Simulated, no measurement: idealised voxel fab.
Name of the process module below: voxel self aligned contacts
Cross-section cut: width 145 nm, square cells of 5 nm.
A cross-section in this document is a grid of square cells, and it is written down as bands, the top band listed before the ones below it; a band is made up of one or more rows of cells. For a band, the entry starts with two heights in nm, that of the top and then that of the bottom, and carries on with the band's materials in order from left to right, each alongside its width in nm; the word "throughout" beside a single material means it fills the band edge to edge, and "empty" means empty space. All heights in this document are referenced to 0, defined as the level beneath which the wafer, as received, consists entirely of one material. The lowest band is not bounded below; it extends indefinitely downward and is written in the form "z 0 and below". The width entry "30 to 40" should be interpreted row by row: the top row of cells in the band takes the first number, the bottom row takes the second number, and the change between adjacent rows is uniform throughout. For the purposes of this document, the phrase "nothing got changed" attached to a step denotes that no cell within the cross-section was modified by that step. What "Voids lacking openings" gives you is every empty space of 8 cells or more that is cut off from the top. Each appears as width x height at distance, with the distance taken from the left edge and width, height and distance all in nm. Anything after a step's settings on that line? It's the simulator's own note about the step. If you see "overlay nm" on a step's line and that step has a mask, it's telling you how far right of where it was planned the mask ended up; a negative number means it went left instead. Below you will find pairs of cross-sections. In each, one shows the wafer before one process step and the other after it, with the after view ending at the lowest band that changed. Under each pair is the step separating them, along with its settings. Do not assume the pairs form a chain: they can come from different runs of this module on the same starting wafer, and a pair continues from the pair above it only when its "State before step" entry says so.

# State before step
  z 55 to 50 = 45 nm SiO2, then 5 nm TiN, then 40 nm Ru, then 5 nm TiN, then 50 nm SiO2
  z 50 to 45 = 45 nm SiO2, then 50 nm TiN, then 50 nm SiO2
  z 45 to 20 = 25 nm SiN, then 15 nm SiO2, then 60 nm SiN, then 15 nm SiO2, then 30 nm SiN
  z 20 to 0 = 15 nm polySi, then 10 nm SiN, then 15 nm SiO2, then 10 nm SiN, then 40 nm polySi, then 10 nm SiN, then 15 nm SiO2, then 10 nm SiN, then 20 nm polySi
  z 0 to -5 = SiO2 throughout
  z -5 and below = Si throughout
  Voids lacking openings: none

# Cut View, Post-Step
  z 60 to 55 = SiCN throughout
  Beneath the level 55, the cross-section is identical to its previous state.
  Voids lacking openings: none
To go from the before cross-section above to the after cross-section, apply CONFORMAL_DEP [material SiCN] [thk nm 5]
